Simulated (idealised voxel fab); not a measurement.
Process module, titled voxel plated lines
Cross-sectional view cut (width: 210 nm; square cell size: 5 nm).
Throughout this document, each cross-section is represented as a grid of square cells and is presented as a sequence of bands enumerated from the top downward, where a band comprises one or more rows of cells. A band entry consists of two parts. The first gives the height of the band's top and the height of its bottom, in nm. The rest lists the band's materials from left to right, each with its width in nm. A single material labelled with the word "throughout" fills the band from edge to edge, and the word "blank" marks empty space. Heads up on the height convention: 0 is the point under which the incoming wafer is all one material, and the lowest band has no bottom, it just keeps going down, like "top 0, no bottom". Quick explanation for "30 to 40": the width changes in equal steps down the rows of cells, from the first number in the band's top row to the second number in its bottom row. When a step is marked "remained unchanged", none of the cells in the cross-section changed during that step. Closed empty spaces (no open way to the top) of 8 cells or more are what "Fully closed voids" lists, each as width x height at distance from the left edge, nm for all three. It should be noted that, on the line of a given step, the content following the step's settings is a remark produced by the simulator itself with respect to that step. overlay nm: right-of-plan distance of the mask on a masked step; negative values mean left-of-plan.
## Intended process steps
1,RECEIVE [material Si]
2,CONFORMAL_DEP [material Al2O3] [thk nm 10]
3,DIRECTIONAL_DEP [material TiN] [thk nm 5]
4,PATTERN [tone open] [mask id LINES] [material resist] [width nm 25] [pitch nm 40] [thk nm 40] [overlay nm 0]
5,EPI [material Ru] [thk nm 10]
6,EPI [material Ru] [thk nm 10]
7,EPI [material Ru] [thk nm 10]
8,STRIP [etch materials resist]
9,DIRECTIONAL_ETCH [etch materials TiN] [depth nm 5]
10,CONFORMAL_DEP [material SiN] [thk nm 10]
## Of two wafers, the first: run according to plan
## Incoming wafer, cross-sectional view, post step 1
  top 0, no bottom | Si throughout
  Fully closed voids: none
## After step 2: wafer cross-section
  top 10, bottom 0 | Al2O3 throughout
  Under the height 0 nothing was changed.
## After step 3: wafer cross-section
  top 15, bottom 10 | TiN throughout
  Under the height 10 nothing was changed.
## After step 4: wafer cross-section
  top 55, bottom 15 | 70 nm resist  25 nm blank  15 nm resist  25 nm blank  75 nm resist
  Under the height 15 nothing was changed.
## After step 5: wafer cross-section
  top 55, bottom 25 | 70 nm resist  25 nm blank  15 nm resist  25 nm blank  75 nm resist
  top 25, bottom 15 | 70 nm resist  25 nm Ru  15 nm resist  25 nm Ru  75 nm resist
  Under the height 15 nothing was changed.
## After step 6: wafer cross-section
  top 55, bottom 35 | 70 nm resist  25 nm blank  15 nm resist  25 nm blank  75 nm resist
  top 35, bottom 15 | 70 nm resist  25 nm Ru  15 nm resist  25 nm Ru  75 nm resist
  Under the height 15 nothing was changed.
## After step 7: wafer cross-section
  top 55, bottom 45 | 70 nm resist  25 nm blank  15 nm resist  25 nm blank  75 nm resist
  top 45, bottom 15 | 70 nm resist  25 nm Ru  15 nm resist  25 nm Ru  75 nm resist
  Under the height 15 nothing was changed.
## After step 8: wafer cross-section
  top 45, bottom 15 | 70 nm blank  25 nm Ru  15 nm blank  25 nm Ru  75 nm blank
  Under the height 15 nothing was changed.
## After step 9: wafer cross-section
  top 45, bottom 15 | 70 nm blank  25 nm Ru  15 nm blank  25 nm Ru  75 nm blank
  top 15, bottom 10 | 70 nm blank  25 nm TiN  15 nm blank  25 nm TiN  75 nm blank
  Under the height 10 nothing was changed.
## After step 10: wafer cross-section
  top 55, bottom 45 | 60 nm blank  85 nm SiN  65 nm blank
  top 45, bottom 20 | 60 nm blank  10 nm SiN  25 nm Ru  15 nm SiN  25 nm Ru  10 nm SiN  65 nm blank
  top 20, bottom 15 | 70 nm SiN  25 nm Ru  15 nm SiN  25 nm Ru  75 nm SiN
  top 15, bottom 10 | 70 nm SiN  25 nm TiN  15 nm SiN  25 nm TiN  75 nm SiN
  Under the height 10 nothing was changed.
## Wafer two. Identical start, identical plan. One mistake in execution. Identical history through step 3
## Cross-section of the second wafer when, according to plan, step 4 should have finished
  top 55, bottom 15 | 75 nm resist  25 nm blank  15 nm resist  25 nm blank  70 nm resist
  Under the height 15 nothing was changed.
## Cross-section of the second wafer when, according to plan, step 5 should have finished
  top 55, bottom 25 | 75 nm resist  25 nm blank  15 nm resist  25 nm blank  70 nm resist
  top 25, bottom 15 | 75 nm resist  25 nm Ru  15 nm resist  25 nm Ru  70 nm resist
  Under the height 15 nothing was changed.
## Cross-section of the second wafer when, according to plan, step 6 should have finished
  top 55, bottom 35 | 75 nm resist  25 nm blank  15 nm resist  25 nm blank  70 nm resist
  top 35, bottom 15 | 75 nm resist  25 nm Ru  15 nm resist  25 nm Ru  70 nm resist
  Under the height 15 nothing was changed.
## Cross-section of the second wafer when, according to plan, step 7 should have finished
  top 55, bottom 45 | 75 nm resist  25 nm blank  15 nm resist  25 nm blank  70 nm resist
  top 45, bottom 15 | 75 nm resist  25 nm Ru  15 nm resist  25 nm Ru  70 nm resist
  Under the height 15 nothing was changed.
## Cross-section of the second wafer when, according to plan, step 8 should have finished
  top 45, bottom 15 | 75 nm blank  25 nm Ru  15 nm blank  25 nm Ru  70 nm blank
  Under the height 15 nothing was changed.
## Cross-section of the second wafer when, according to plan, step 9 should have finished
  top 45, bottom 15 | 75 nm blank  25 nm Ru  15 nm blank  25 nm Ru  70 nm blank
  top 15, bottom 10 | 75 nm blank  25 nm TiN  15 nm blank  25 nm TiN  70 nm blank
  Under the height 10 nothing was changed.
## Cross-section of the second wafer when, according to plan, step 10 should have finished
  top 55, bottom 45 | 65 nm blank  85 nm SiN  60 nm blank
  top 45, bottom 20 | 65 nm blank  10 nm SiN  25 nm Ru  15 nm SiN  25 nm Ru  10 nm SiN  60 nm blank
  top 20, bottom 15 | 75 nm SiN  25 nm Ru  15 nm SiN  25 nm Ru  70 nm SiN
  top 15, bottom 10 | 75 nm SiN  25 nm TiN  15 nm SiN  25 nm TiN  70 nm SiN
  Under the height 10 nothing was changed.
Short version of what went wrong: not per plan at step 4, really ran PATTERN [tone open] [mask id LINES] [material resist] [width nm 25] [pitch nm 40] [thk nm 40] [overlay nm 5]
at the end the second wafer has, in cells: as many of each material as the first, in other places
